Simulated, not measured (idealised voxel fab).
Process module in this document: voxel self aligned vias
The width of the displayed cross-section, cut, is 210 nm; its cells are square, with a size of 5 nm.
How to read a cross-section here: the picture is a grid of square cells, written as bands going from the top down, and any band can span one or more rows of cells.
Read a band's entry like this: the first values are the height of its top and the height of its bottom in nm, and what follows is the sequence of materials from left to right, each with its width in nm. Note that "blank" is empty space, and that a single material marked "all across" reaches across the band from edge to edge.
A quick word on heights: they are counted from 0, and under that level the wafer as it came to us is one material throughout. The lowest band is different from the rest in having no bottom; it simply continues downward, written as in "0 down".
Quick explanation for "30->40": the width changes in equal steps down the rows of cells, from the first number in the band's top row to the second number in its bottom row.
Step note "no change occurred" = no cross-section cell changed.
You'll see "Voids, fully enclosed" listing empty spaces that have no way open to the top, as long as they're 8 cells or more; the notation is width x height at distance, where the distance is from the left edge, and all of it is in nm.
The remark found on a step's line after its settings is issued by the simulator itself and pertains to that step.
overlay nm: how far to the right of its planned place the mask lay on this masked step (negative: to the left).

### Steps planned for the process
1,RECEIVE,material Si
2,CONFORMAL_DEP,material SiO2,thk nm 15
3,CONFORMAL_DEP,material SiCN,thk nm 5
4,DIRECTIONAL_DEP,material SiO2,thk nm 20
5,PATTERN,tone open,mask id LINES,material resist,width nm 30,pitch nm 80,thk nm 15,overlay nm 0
6,DIRECTIONAL_ETCH,etch materials SiO2,depth nm 20
7,STRIP,etch materials resist
8,CONFORMAL_DEP,material TiN,thk nm 5
9,FILL_DEP,material Ru,thk nm 5
10,CMP,height nm 40
11,SELECTIVE_ETCH,etch materials W Ru TiN,depth nm 5
12,FILL_DEP,material SiN,thk nm 10
13,CMP,height nm 40
14,DIRECTIONAL_DEP,material SiO2,thk nm 15
15,MASKED_ETCH,tone open,mask id VIAS,width nm 50,pitch nm 80,etch materials SiO2,depth nm 15,overlay nm 0
16,MASKED_ETCH,tone open,mask id VIAS,width nm 50,pitch nm 80,etch materials SiN,depth nm 5,overlay nm 0
17,CONFORMAL_DEP,material TiN,thk nm 5
18,FILL_DEP,material Cu,thk nm 5
19,CMP,height nm 55
20,CONFORMAL_DEP,material SiCN,thk nm 5

### This is the cross-section of the wafer as we received it, i.e. after step 1
- 0 down = Si all across
- Voids, fully enclosed: none

### Here's the wafer cut in cross-section after the module, started and planned just like above, except one thing was done wrong in the run
- 60 to 55 = SiCN all across
- 55 to 40 = SiO2 40 | TiN 5 | Cu 40 | TiN 5 | SiO2 30 | TiN 5 | Cu 40 | TiN 5 | SiO2 40
- 40 to 35 = SiN 40 | TiN 50 | SiN 30 | TiN 50 | SiN 40
- 35 to 20 = SiO2 50 | TiN 5 | Ru 20 | TiN 5 | SiO2 50 | TiN 5 | Ru 20 | TiN 5 | SiO2 50
- 20 to 15 = SiO2 50 | TiN 30 | SiO2 50 | TiN 30 | SiO2 50
- 15 to 0 = SiO2 all across
- 0 down = Si all across
- Voids, fully enclosed: none
Short version of what went wrong: step 3 of the plan did not run at all; it was left out
